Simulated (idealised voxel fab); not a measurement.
process module | voxel wiring stack
cross-section cut | 195 nm wide | cells 5 nm
A cross-section is a grid of square cells, given in bands from the top down. A band is one or more rows of cells.
Each band's line starts with the height of the band's top and of its bottom, in nm. Then come its materials from left to right, each with its width in nm. One material with "throughout" fills the band from edge to edge. "air" is empty space.
Height 0 is the level under which the wafer as received is all one material. The lowest band goes on downwards, as in "0 down".
A width such as "30 to 40" changes by the same amount from each row of cells to the next, from the band's top row to its bottom row.
"no change" after a step means that no cell of the cross-section changed.
closed voids: empty space of 8 cells or more with no open way to the top, each as width x height at its distance from the left edge, in nm
after a step's settings: what the simulator itself notes on the step
overlay nm, on a step with a mask: how far to the right of its planned place the mask lay; to the left if negative
plan
1 op RECEIVE | material Si
2 op CONFORMAL_DEP | material SiO2 | thk nm 15
3 op CONFORMAL_DEP | material SiN | thk nm 5
4 op DIRECTIONAL_DEP | material lowk | thk nm 25
5 op PATTERN | tone open | mask id METAL_1 | material resist | width nm 15 | pitch nm 45 | thk nm 20 | overlay nm 0
6 op DIRECTIONAL_ETCH | etch materials lowk | depth nm 25
7 op DIRECTIONAL_ETCH | etch materials SiN | depth nm 5
8 op STRIP | etch materials resist
9 op CONFORMAL_DEP | material TiN | thk nm 5
10 op FILL_DEP | material Cu | thk nm 5
11 op CMP | height nm 45
12 op CONFORMAL_DEP | material SiCN | thk nm 5
13 op DIRECTIONAL_DEP | material SiO2 | thk nm 10
14 op MASKED_ETCH | tone open | mask id PLUG_1 | width nm 15 | pitch nm 90 | etch materials SiO2 | depth nm 10 | overlay nm 0
15 op MASKED_ETCH | tone open | mask id PLUG_1 | width nm 15 | pitch nm 90 | etch materials SiCN | depth nm 5 | overlay nm 0
16 op EPI | material Ru | thk nm 10
17 op EPI | material Ru | thk nm 5
18 op CONFORMAL_DEP | material SiN | thk nm 5
19 op DIRECTIONAL_DEP | material lowk | thk nm 15
20 op PATTERN | tone open | mask id METAL_2 | material resist | width nm 25 | pitch nm 45 | thk nm 15 | overlay nm 0
21 op DIRECTIONAL_ETCH | etch materials lowk | depth nm 15
22 op DIRECTIONAL_ETCH | etch materials SiN | depth nm 5
23 op STRIP | etch materials resist
24 op CONFORMAL_DEP | material TiN | thk nm 5
25 op FILL_DEP | material Cu | thk nm 5
26 op CMP | height nm 80
27 op CONFORMAL_DEP | material SiCN | thk nm 5
varied across the wafers: width nm of step 5. The plan shows the first wafer's value. All wafers start alike
first wafer as received, after step 1
  0 down: Si throughout
  closed voids: none
each wafer at the end: cells of each material gained (+) or lost (-) since it was received, then its closed voids
width nm 15 | +56 Cu | +18 Ru | +72 SiCN | +46 SiN | +183 SiO2 | +96 TiN | +192 lowk | closed voids: none
width nm 20 | +76 Cu | +18 Ru | +72 SiCN | +42 SiN | +183 SiO2 | +100 TiN | +172 lowk | closed voids: none
width nm 25 | +96 Cu | +18 Ru | +72 SiCN | +38 SiN | +183 SiO2 | +104 TiN | +152 lowk | closed voids: none
width nm 30 | +116 Cu | +18 Ru | +72 SiCN | +34 SiN | +183 SiO2 | +108 TiN | +132 lowk | closed voids: none
